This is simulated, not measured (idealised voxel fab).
This section sets out a process module, namely voxel transistor to metal.
Shown is cross-section cut, with a width of 295 nm and square cells of size 5 nm.
Cross-section = grid of square cells, listed top down in bands; band = one or more rows. A band entry consists of two parts. The first gives the height of the band's top and the height of its bottom, in nm. The rest lists the band's materials from left to right, each with its width in nm. A single material labelled with the word "everywhere" fills the band from edge to edge, and the word "empty" marks empty space. Convention: height 0 is the level below which the wafer, as received, is all one material. The lowest band does not terminate at the bottom but continues downward, represented as "0 down". Width: "30->40" (first number = top row, second number = bottom row, same change from row to row of cells). Key: "changes: none" - step with no changed cell in the cross-section. Look at "Sealed void listing" for the closed voids: empty spaces with no open path to the top, sized 8 cells or up. Each is width x height at distance, distance from the left edge, all nm. It should be noted that, on the line of a given step, the content following the step's settings is a remark produced by the simulator itself with respect to that step. A step line may carry the setting "overlay nm", which, for steps involving a mask, states the distance by which the mask lay to the right of its intended position; negative values denote displacement to the left.

**List of planned process steps**
| 1 | RECEIVE: material Si |
| 2 | CONFORMAL_DEP: material SiO2, thk nm 5 |
| 3 | CONFORMAL_DEP: material SiN, thk nm 15 |
| 4 | PATTERN: tone cover, mask id ACTIVE, material resist, width nm 110, pitch nm 140, thk nm 20, overlay nm 0 |
| 5 | DIRECTIONAL_ETCH: etch materials SiN, depth nm 15 |
| 6 | DIRECTIONAL_ETCH: etch materials SiO2, depth nm 5 |
| 7 | DIRECTIONAL_ETCH: etch materials Si, depth nm 35 |
| 8 | STRIP: etch materials resist |
| 9 | OXIDIZE: depth nm 5 |
| 10 | FILL_DEP: material SiO2, thk nm 15 |
| 11 | CMP: height nm 20 |
| 12 | SELECTIVE_ETCH: etch materials SiO2, depth nm 10 |
| 13 | STRIP: etch materials SiN |
| 14 | SELECTIVE_ETCH: etch materials SiO2, depth nm 5 |
| 15 | OXIDIZE: depth nm 5 |
| 16 | DIRECTIONAL_DEP: material polySi, thk nm 30 |
| 17 | DIRECTIONAL_DEP: material SiCN, thk nm 15 |
| 18 | MASKED_ETCH: tone cover, mask id GATE, width nm 20, pitch nm 140, etch materials SiCN, depth nm 25, overlay nm 0 |
| 19 | MASKED_ETCH: tone cover, mask id GATE, width nm 20, pitch nm 140, etch materials polySi, depth nm 40, overlay nm 0 |
| 20 | CONFORMAL_DEP: material SiO2, thk nm 5 |
| 21 | DIRECTIONAL_ETCH: etch materials SiO2, depth nm 5 |
| 22 | CONFORMAL_DEP: material SiN, thk nm 5 |
| 23 | DIRECTIONAL_ETCH: etch materials SiN, depth nm 5 |
| 24 | DIRECTIONAL_ETCH: etch materials SiO2, depth nm 5 |
| 25 | EPI: material nSi, thk nm 5 |
| 26 | FILL_DEP: material SiO2, thk nm 5 |
| 27 | CMP: height nm 45 |
| 28 | DIRECTIONAL_DEP: material SiO2, thk nm 15 |
| 29 | PATTERN: tone open, mask id CONTACT, material resist, width nm 35, thk nm 15, overlay nm 0 |
| 30 | DIRECTIONAL_ETCH: etch materials SiO2, depth nm 60 |
| 31 | STRIP: etch materials resist |
| 32 | CONFORMAL_DEP: material TiN, thk nm 5 |
| 33 | FILL_DEP: material Ru, thk nm 5 |
| 34 | CMP: height nm 60 |
| 35 | DIRECTIONAL_DEP: material TiN, thk nm 5 |
| 36 | DIRECTIONAL_DEP: material Ru, thk nm 15 |
| 37 | MASKED_ETCH: tone cover, mask id METAL_1, width nm 20, etch materials Ru, depth nm 15, overlay nm 0 |
| 38 | MASKED_ETCH: tone cover, mask id METAL_1, width nm 20, etch materials TiN, depth nm 5, overlay nm 0 |
| 39 | FILL_DEP: material SiO2, thk nm 5 |
| 40 | CMP: height nm 80 |
| 41 | CONFORMAL_DEP: material SiCN, thk nm 5 |
| 42 | DIRECTIONAL_DEP: material lowk, thk nm 30 |
| 43 | DIRECTIONAL_DEP: material aC, thk nm 10 |
| 44 | PATTERN: tone open, mask id METAL_2, material resist, width nm 20, pitch nm 140, thk nm 30, overlay nm 0 |
| 45 | DIRECTIONAL_ETCH: etch materials aC, depth nm 10 |
| 46 | STRIP: etch materials resist |
| 47 | DIRECTIONAL_ETCH: etch materials lowk, depth nm 15 |
| 48 | STRIP: etch materials aC |
| 49 | PATTERN: tone open, mask id METAL_2_HOLES, material resist, width nm 15, pitch nm 140, thk nm 15, overlay nm 0 |
| 50 | DIRECTIONAL_ETCH: etch materials lowk, depth nm 15 |
| 51 | DIRECTIONAL_ETCH: etch materials SiCN, depth nm 5 |
| 52 | STRIP: etch materials resist |
| 53 | CONFORMAL_DEP: material TiN, thk nm 5 |
| 54 | FILL_DEP: material Ru, thk nm 10 |
| 55 | CMP: height nm 115 |
| 56 | CONFORMAL_DEP: material SiN, thk nm 5 |

**Wafer cross-section on receipt, i.e. after step 1**
- 0 down  Si everywhere
- Sealed void listing: none

**Looking at the first of two wafers in cross-section at end of module - ran to plan**
- 120 to 115  SiN everywhere
- 115 to 105  25 of lowk, then 5 of TiN, then 10 of Ru, then 5 of TiN, then 120 of lowk, then 5 of TiN, then 10 of Ru, then 5 of TiN, then 110 of lowk
- 105 to 100  25 of lowk, then 5 of TiN, then 5 of Ru, then 10 of TiN, then 120 of lowk, then 5 of TiN, then 5 of Ru, then 10 of TiN, then 110 of lowk
- 100 to 85  25 of lowk, then 5 of TiN, then 5 of Ru, then 5 of TiN, then 125 of lowk, then 5 of TiN, then 5 of Ru, then 5 of TiN, then 115 of lowk
- 85 to 80  25 of SiCN, then 15 of TiN, then 125 of SiCN, then 15 of TiN, then 115 of SiCN
- 80 to 65  25 of SiO2, then 20 of Ru, then 60 of SiO2, then 20 of Ru, then 40 of SiO2, then 20 of Ru, then 60 of SiO2, then 20 of Ru, then 30 of SiO2
- 65 to 60  25 of SiO2, then 20 of TiN, then 60 of SiO2, then 20 of TiN, then 40 of SiO2, then 20 of TiN, then 60 of SiO2, then 20 of TiN, then 30 of SiO2
- 60 to 50  25 of SiO2, then 5 of TiN, then 25 of Ru, then 5 of TiN, then 30 of SiO2, then 5 of TiN, then 25 of Ru, then 5 of TiN, then 40 of SiO2, then 5 of TiN, then 25 of Ru, then 5 of TiN, then 30 of SiO2, then 5 of TiN, then 25 of Ru, then 5 of TiN, then 30 of SiO2
- 50 to 45  25 of SiO2, then 5 of TiN, then 20 of Ru, then 10 of TiN, then 30 of SiO2, then 10 of TiN, then 20 of Ru, then 5 of TiN, then 40 of SiO2, then 5 of TiN, then 20 of Ru, then 10 of TiN, then 30 of SiO2, then 10 of TiN, then 20 of Ru, then 5 of TiN, then 30 of SiO2
- 45 to 30  25 of SiO2, then 5 of TiN, then 20 of Ru, then 5 of TiN, then 5 of SiN, then 5 of SiO2, then 20 of SiCN, then 5 of SiO2, then 5 of SiN, then 5 of TiN, then 20 of Ru, then 5 of TiN, then 40 of SiO2, then 5 of TiN, then 20 of Ru, then 5 of TiN, then 5 of SiN, then 5 of SiO2, then 20 of SiCN, then 5 of SiO2, then 5 of SiN, then 5 of TiN, then 20 of Ru, then 5 of TiN, then 30 of SiO2
- 30 to 5  25 of SiO2, then 5 of TiN, then 20 of Ru, then 5 of TiN, then 5 of SiN, then 5 of SiO2, then 20 of polySi, then 5 of SiO2, then 5 of SiN, then 5 of TiN, then 20 of Ru, then 5 of TiN, then 40 of SiO2, then 5 of TiN, then 20 of Ru, then 5 of TiN, then 5 of SiN, then 5 of SiO2, then 20 of polySi, then 5 of SiO2, then 5 of SiN, then 5 of TiN, then 20 of Ru, then 5 of TiN, then 30 of SiO2
- 5 to 0  20 of SiO2, then 5 of SiN, then 30 of TiN, then 5 of SiN, then 5 of SiO2, then 20 of polySi, then 5 of SiO2, then 5 of SiN, then 30 of TiN, then 5 of SiN, then 30 of SiO2, then 5 of SiN, then 30 of TiN, then 5 of SiN, then 5 of SiO2, then 20 of polySi, then 5 of SiO2, then 5 of SiN, then 30 of TiN, then 5 of SiN, then 25 of SiO2
- 0 to -5  25 of SiO2, then 30 of nSi, then 40 of SiO2, then 30 of nSi, then 40 of SiO2, then 30 of nSi, then 40 of SiO2, then 30 of nSi, then 30 of SiO2
- -5 to -40  25 of SiO2, then 100 of Si, then 40 of SiO2, then 100 of Si, then 30 of SiO2
- -40 down  Si everywhere
- Sealed void listing: none

**Presented here is a cross-section of the second of the two wafers as it stood at the end of the module. It was started in the same manner and assigned the same plan as the first wafer; however, one mistake was made in its execution**
- 120 to 115  SiN everywhere
- 115 to 105  25 of lowk, then 5 of TiN, then 10 of Ru, then 5 of TiN, then 120 of lowk, then 5 of TiN, then 10 of Ru, then 5 of TiN, then 110 of lowk
- 105 to 100  25 of lowk, then 5 of TiN, then 5 of Ru, then 10 of TiN, then 120 of lowk, then 5 of TiN, then 5 of Ru, then 10 of TiN, then 110 of lowk
- 100 to 85  25 of lowk, then 5 of TiN, then 5 of Ru, then 5 of TiN, then 125 of lowk, then 5 of TiN, then 5 of Ru, then 5 of TiN, then 115 of lowk
- 85 to 80  25 of SiCN, then 15 of TiN, then 125 of SiCN, then 15 of TiN, then 115 of SiCN
- 80 to 65  25 of SiO2, then 20 of Ru, then 60 of SiO2, then 20 of Ru, then 40 of SiO2, then 20 of Ru, then 60 of SiO2, then 20 of Ru, then 30 of SiO2
- 65 to 60  25 of SiO2, then 20 of TiN, then 60 of SiO2, then 20 of TiN, then 40 of SiO2, then 20 of TiN, then 60 of SiO2, then 20 of TiN, then 30 of SiO2
- 60 to 50  25 of SiO2, then 5 of TiN, then 25 of Ru, then 5 of TiN, then 30 of SiO2, then 5 of TiN, then 25 of Ru, then 5 of TiN, then 40 of SiO2, then 5 of TiN, then 25 of Ru, then 5 of TiN, then 30 of SiO2, then 5 of TiN, then 25 of Ru, then 5 of TiN, then 30 of SiO2
- 50 to 45  25 of SiO2, then 5 of TiN, then 20 of Ru, then 10 of TiN, then 30 of SiO2, then 10 of TiN, then 20 of Ru, then 5 of TiN, then 40 of SiO2, then 5 of TiN, then 20 of Ru, then 10 of TiN, then 30 of SiO2, then 10 of TiN, then 20 of Ru, then 5 of TiN, then 30 of SiO2
- 45 to 35  25 of SiO2, then 5 of TiN, then 20 of Ru, then 5 of TiN, then 5 of SiN, then 5 of SiO2, then 20 of SiCN, then 5 of SiO2, then 5 of SiN, then 5 of TiN, then 20 of Ru, then 5 of TiN, then 40 of SiO2, then 5 of TiN, then 20 of Ru, then 5 of TiN, then 5 of SiN, then 5 of SiO2, then 20 of SiCN, then 5 of SiO2, then 5 of SiN, then 5 of TiN, then 20 of Ru, then 5 of TiN, then 30 of SiO2
- 35 to 30  25 of SiO2, then 5 of TiN, then 15 of Ru, then 10 of TiN, then 5 of SiN, then 5 of SiO2, then 20 of SiCN, then 5 of SiO2, then 5 of SiN, then 5 of TiN, then 20 of Ru, then 5 of TiN, then 40 of SiO2, then 5 of TiN, then 15 of Ru, then 10 of TiN, then 5 of SiN, then 5 of SiO2, then 20 of SiCN, then 5 of SiO2, then 5 of SiN, then 5 of TiN, then 20 of Ru, then 5 of TiN, then 30 of SiO2
- 30 to 5  25 of SiO2, then 5 of TiN, then 15 of Ru, then 5 of TiN, then 5 of SiN, then 5 of SiO2, then 25 of polySi, then 5 of SiO2, then 5 of SiN, then 5 of TiN, then 20 of Ru, then 5 of TiN, then 40 of SiO2, then 5 of TiN, then 15 of Ru, then 5 of TiN, then 5 of SiN, then 5 of SiO2, then 25 of polySi, then 5 of SiO2, then 5 of SiN, then 5 of TiN, then 20 of Ru, then 5 of TiN, then 30 of SiO2
- 5 to 0  20 of SiO2, then 5 of SiN, then 25 of TiN, then 5 of SiN, then 5 of SiO2, then 25 of polySi, then 5 of SiO2, then 5 of SiN, then 30 of TiN, then 5 of SiN, then 30 of SiO2, then 5 of SiN, then 25 of TiN, then 5 of SiN, then 5 of SiO2, then 25 of polySi, then 5 of SiO2, then 5 of SiN, then 30 of TiN, then 5 of SiN, then 25 of SiO2
- 0 to -5  25 of SiO2, then 25 of nSi, then 45 of SiO2, then 30 of nSi, then 40 of SiO2, then 25 of nSi, then 45 of SiO2, then 30 of nSi, then 30 of SiO2
- -5 to -40  25 of SiO2, then 100 of Si, then 40 of SiO2, then 100 of Si, then 30 of SiO2
- -40 down  Si everywhere
- Sealed void listing: none
Finding, execution versus plan: step 19 changed vs plan, executed as MASKED_ETCH: tone cover, mask id GATE, width nm 20, pitch nm 140, etch materials polySi, depth nm 40, overlay nm -5
Materials where the second wafer ends with more or fewer cells than the first: 12 fewer of Ru, 2 more of SiO2, 2 fewer of nSi, 12 more of polySi
